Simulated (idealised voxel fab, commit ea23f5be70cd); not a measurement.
process module | voxel tone inversion
cross-section cut | 230 nm wide | cells 5 nm
A cross-section is a grid of square cells, given in bands from the top down. A band is one or more rows of cells.
Each band's line starts with the height of the band's top and of its bottom, in nm. Then come its materials from left to right, each with its width in nm. One material with "throughout" fills the band from edge to edge. "air" is empty space.
Height 0 is the level under which the wafer as received is all one material. The lowest band goes on downwards, as in "0 down".
A width such as "30 to 40" changes by the same amount from each row of cells to the next, from the band's top row to its bottom row.
"no change" after a step means that no cell of the cross-section changed.
closed voids: empty space of 8 cells or more with no open way to the top, each as width x height at its distance from the left edge, in nm
after a step's settings: what the simulator itself notes on the step
overlay nm, on a step with a mask: how far to the right of its planned place the mask lay; to the left if negative
plan
1 op RECEIVE | material Si
2 op CONFORMAL_DEP | material SiCN | thk nm 10
3 op DIRECTIONAL_DEP | material polySi | thk nm 20
4 op PATTERN | tone cover | mask id POSTS | material resist | width nm 20 | pitch nm 40 | thk nm 30 | overlay nm 0
5 op DIRECTIONAL_ETCH | etch materials polySi | depth nm 20
6 op STRIP | etch materials resist
7 op FILL_DEP | material SiO2 | thk nm 5
8 op CMP | height nm 30
9 op STRIP | etch materials polySi
10 op CONFORMAL_DEP | material TiN | thk nm 5
11 op FILL_DEP | material W | thk nm 5
12 op CMP | height nm 30
13 op CONFORMAL_DEP | material SiCN | thk nm 5
first wafer, as planned
as received, after step 1
  0 down: Si throughout
  closed voids: none
after step 2
  10 to 0: SiCN throughout
  below 0: unchanged
after step 3
  30 to 10: polySi throughout
  below 10: unchanged
after step 4
  60 to 30: air 85 | resist 20 | air 20 | resist 20 | air 85
  below 30: unchanged
after step 5
  60 to 30: air 85 | resist 20 | air 20 | resist 20 | air 85
  30 to 10: air 85 | polySi 20 | air 20 | polySi 20 | air 85
  below 10: unchanged
after step 6
  30 to 10: air 85 | polySi 20 | air 20 | polySi 20 | air 85
  below 10: unchanged
after step 7
  35 to 30: SiO2 throughout
  30 to 10: SiO2 85 | polySi 20 | SiO2 20 | polySi 20 | SiO2 85
  below 10: unchanged
after step 8
  30 to 10: SiO2 85 | polySi 20 | SiO2 20 | polySi 20 | SiO2 85
  below 10: unchanged
after step 9
  30 to 10: SiO2 85 | air 20 | SiO2 20 | air 20 | SiO2 85
  below 10: unchanged
after step 10
  35 to 30: TiN 90 | air 10 | TiN 30 | air 10 | TiN 90
  30 to 15: SiO2 85 | TiN 5 | air 10 | TiN 5 | SiO2 20 | TiN 5 | air 10 | TiN 5 | SiO2 85
  15 to 10: SiO2 85 | TiN 20 | SiO2 20 | TiN 20 | SiO2 85
  below 10: unchanged
after step 11
  40 to 35: W throughout
  35 to 30: TiN 90 | W 10 | TiN 30 | W 10 | TiN 90
  30 to 15: SiO2 85 | TiN 5 | W 10 | TiN 5 | SiO2 20 | TiN 5 | W 10 | TiN 5 | SiO2 85
  below 15: unchanged
after step 12
  30 to 15: SiO2 85 | TiN 5 | W 10 | TiN 5 | SiO2 20 | TiN 5 | W 10 | TiN 5 | SiO2 85
  below 15: unchanged
after step 13
  35 to 30: SiCN throughout
  below 30: unchanged
second wafer: like start, like plan, one mistake. Through step 4 it matches the first wafer
when step 5 should have ended
  60 to 30: air 85 | resist 20 | air 20 | resist 20 | air 85
  30 to 10: air 85 | polySi 20 | air 20 | polySi 20 | air 85
  below 10: unchanged
when step 6 should have ended
  30 to 10: air 85 | polySi 20 | air 20 | polySi 20 | air 85
  below 10: unchanged
when step 7 should have ended
  35 to 30: SiO2 throughout
  30 to 10: SiO2 85 | polySi 20 | SiO2 20 | polySi 20 | SiO2 85
  below 10: unchanged
when step 8 should have ended
  30 to 10: SiO2 85 | polySi 20 | SiO2 20 | polySi 20 | SiO2 85
  below 10: unchanged
when step 9 should have ended
  30 to 10: SiO2 85 | air 20 | SiO2 20 | air 20 | SiO2 85
  below 10: unchanged
when step 10 should have ended
  35 to 30: TiN 90 | air 10 | TiN 30 | air 10 | TiN 90
  30 to 15: SiO2 85 | TiN 5 | air 10 | TiN 5 | SiO2 20 | TiN 5 | air 10 | TiN 5 | SiO2 85
  15 to 10: SiO2 85 | TiN 20 | SiO2 20 | TiN 20 | SiO2 85
  below 10: unchanged
when step 11 should have ended
  40 to 35: W throughout
  35 to 30: TiN 90 | W 10 | TiN 30 | W 10 | TiN 90
  30 to 15: SiO2 85 | TiN 5 | W 10 | TiN 5 | SiO2 20 | TiN 5 | W 10 | TiN 5 | SiO2 85
  below 15: unchanged
when step 12 should have ended
  30 to 15: SiO2 85 | TiN 5 | W 10 | TiN 5 | SiO2 20 | TiN 5 | W 10 | TiN 5 | SiO2 85
  below 15: unchanged
when step 13 should have ended
  35 to 30: SiCN throughout
  below 30: unchanged
what went wrong: step 5 was run twice
at the end the two cross-sections are the same: no effect in what this model computes
